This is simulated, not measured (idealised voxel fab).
The following process module bears the name voxel capacitor over wiring.
cross-section cut | 145 nm wide | cells 5 nm
Think of the cross-section as a grid of square cells. We describe it in bands, top to bottom, and each band covers one or more rows of those cells.
It is stipulated that each band's entry specify, in nanometres, the height of the top of the band and then that of its bottom, followed by the materials of the band in left-to-right sequence, each together with its width in nanometres. A single material marked by the word "throughout" is understood to fill the band from edge to edge; the word "air" is understood to denote empty space.
For the purposes of this specification, 0 denotes the height below which the wafer in its as-received condition is composed wholly of one material, and the lowermost band, lacking a lower limit, extends downward without end, as expressed in "top 0, no bottom".
A width such as "30->40" changes by the same amount from each row of cells to the next, from the band's top row to its bottom row.
Where a step carries "identical to before", the cross-section came out of it unchanged, cell for cell.
"Closed void roster" lists enclosed empty spaces (at least 8 cells, no open path upward to the top), each as width x height at distance from the left edge, in nm.
That trailing text on a step's line, after the settings, is the simulator's own remark on the step.
Among the settings permitted on a step's line is "overlay nm"; applied to a step with a mask, it specifies the extent to which the mask lay to the right of its planned position, whereas a negative figure signifies a position to the left.
Process steps (planned)
step 1: RECEIVE, material Si
step 2: CONFORMAL_DEP, material SiO2, thk nm 10
step 3: CONFORMAL_DEP, material SiN, thk nm 5
step 4: DIRECTIONAL_DEP, material SiO2, thk nm 15
step 5: PATTERN, tone open, mask id METAL_1, material resist, width nm 20, pitch nm 75, thk nm 15, overlay nm 0
step 6: DIRECTIONAL_ETCH, etch materials SiO2, depth nm 15
step 7: DIRECTIONAL_ETCH, etch materials SiN, depth nm 5
step 8: STRIP, etch materials resist
step 9: CONFORMAL_DEP, material TiN, thk nm 5
step 10: FILL_DEP, material Cu, thk nm 5
step 11: CMP, height nm 30
step 12: CONFORMAL_DEP, material SiCN, thk nm 5
step 13: DIRECTIONAL_DEP, material SiO2, thk nm 20
step 14: PATTERN, tone open, mask id PLUG_1, material resist, width nm 15, thk nm 15, overlay nm 0
step 15: DIRECTIONAL_ETCH, etch materials SiO2, depth nm 20
step 16: DIRECTIONAL_ETCH, etch materials SiCN, depth nm 5
step 17: STRIP, etch materials resist
step 18: CONFORMAL_DEP, material TiN, thk nm 5
step 19: FILL_DEP, material Cu, thk nm 10
step 20: CMP, height nm 55
step 21: DIRECTIONAL_DEP, material TiN, thk nm 5
step 22: DIRECTIONAL_DEP, material SiN, thk nm 5
step 23: DIRECTIONAL_DEP, material TiN, thk nm 5
step 24: PATTERN, tone cover, mask id UPPER_PLATE, material resist, width nm 60, thk nm 15, overlay nm 0
step 25: DIRECTIONAL_ETCH, etch materials TiN, depth nm 5
step 26: DIRECTIONAL_ETCH, etch materials SiN, depth nm 5
step 27: STRIP, etch materials resist
step 28: PATTERN, tone cover, mask id LOWER_PLATE, material resist, width nm 60, thk nm 20, overlay nm 0
step 29: DIRECTIONAL_ETCH, etch materials TiN, depth nm 5
step 30: STRIP, etch materials resist
step 31: FILL_DEP, material SiO2, thk nm 20
step 32: CMP, height nm 85
step 33: PATTERN, tone open, mask id PLUG_2, material resist, width nm 15, thk nm 15, overlay nm 0
step 34: DIRECTIONAL_ETCH, etch materials SiO2, depth nm 15
step 35: STRIP, etch materials resist
step 36: CONFORMAL_DEP, material TiN, thk nm 5
step 37: FILL_DEP, material Ru, thk nm 10
step 38: CMP, height nm 85
step 39: CONFORMAL_DEP, material SiN, thk nm 5
Heads up: all these wafers start the same, and what changes between them is the width nm in step 28. The value you see in the plan is just what the first wafer got.
Here's the first of the wafers in cross-section, just as we got it, i.e. after step 1
  top 0, no bottom = Si throughout
  Closed void roster: none
Shown in cross-section: the first of several wafers at the end of the module, after its last step, step 39
  top 90, bottom 85 = SiN throughout
  top 85, bottom 75 = SiO2: 40 / TiN: 5 / Ru: 5 / TiN: 5 / SiO2: 90
  top 75, bottom 65 = SiO2: 40->30 / TiN: 15->60 / SiO2: 90->55
  top 65, bottom 60 = SiO2: 30 / SiN: 60 / SiO2: 55
  top 60, bottom 55 = SiO2: 30 / TiN: 60 / SiO2: 55
  top 55, bottom 35 = SiO2: 30 / TiN: 5 / Cu: 5 / TiN: 5 / SiO2: 100
  top 35, bottom 30 = SiCN: 30 / TiN: 15 / SiCN: 100
  top 30, bottom 15 = SiO2: 25 / TiN: 5 / Cu: 10 / TiN: 5 / SiO2: 55 / TiN: 5 / Cu: 10 / TiN: 5 / SiO2: 25
  top 15, bottom 10 = SiN: 25 / TiN: 20 / SiN: 55 / TiN: 20 / SiN: 25
  top 10, bottom 0 = SiO2 throughout
  top 0, no bottom = Si throughout
  Closed void roster: none
Here's the last wafer cross-sectioned at the end of the module
  top 90, bottom 85 = SiN throughout
  top 85, bottom 75 = SiO2: 40 / TiN: 5 / Ru: 5 / TiN: 5 / SiO2: 90
  top 75, bottom 65 = SiO2: 40->30 / TiN: 15->60 / SiO2: 90->55
  top 65, bottom 60 = SiO2: 30 / SiN: 60 / SiO2: 55
  top 60, bottom 55 = SiO2: 20 / TiN: 85 / SiO2: 40
  top 55, bottom 35 = SiO2: 30 / TiN: 5 / Cu: 5 / TiN: 5 / SiO2: 100
  top 35, bottom 30 = SiCN: 30 / TiN: 15 / SiCN: 100
  top 30, bottom 15 = SiO2: 25 / TiN: 5 / Cu: 10 / TiN: 5 / SiO2: 55 / TiN: 5 / Cu: 10 / TiN: 5 / SiO2: 25
  top 15, bottom 10 = SiN: 25 / TiN: 20 / SiN: 55 / TiN: 20 / SiN: 25
  top 10, bottom 0 = SiO2 throughout
  top 0, no bottom = Si throughout
  Closed void roster: none
The table below has one row for each wafer; a row shows, as of the end of the module, how many cells of each material the wafer has gained, marked (+), or lost, marked (-), since it was received, and then the wafer's closed voids
width nm 60; +16 Cu; +2 Ru; +26 SiCN; +62 SiN; +354 SiO2; +62 TiN; Closed void roster: none
width nm 65; +16 Cu; +2 Ru; +26 SiCN; +62 SiN; +353 SiO2; +63 TiN; Closed void roster: none
width nm 70; +16 Cu; +2 Ru; +26 SiCN; +62 SiN; +352 SiO2; +64 TiN; Closed void roster: none
width nm 75; +16 Cu; +2 Ru; +26 SiCN; +62 SiN; +351 SiO2; +65 TiN; Closed void roster: none
width nm 80; +16 Cu; +2 Ru; +26 SiCN; +62 SiN; +350 SiO2; +66 TiN; Closed void roster: none
width nm 85; +16 Cu; +2 Ru; +26 SiCN; +62 SiN; +349 SiO2; +67 TiN; Closed void roster: none
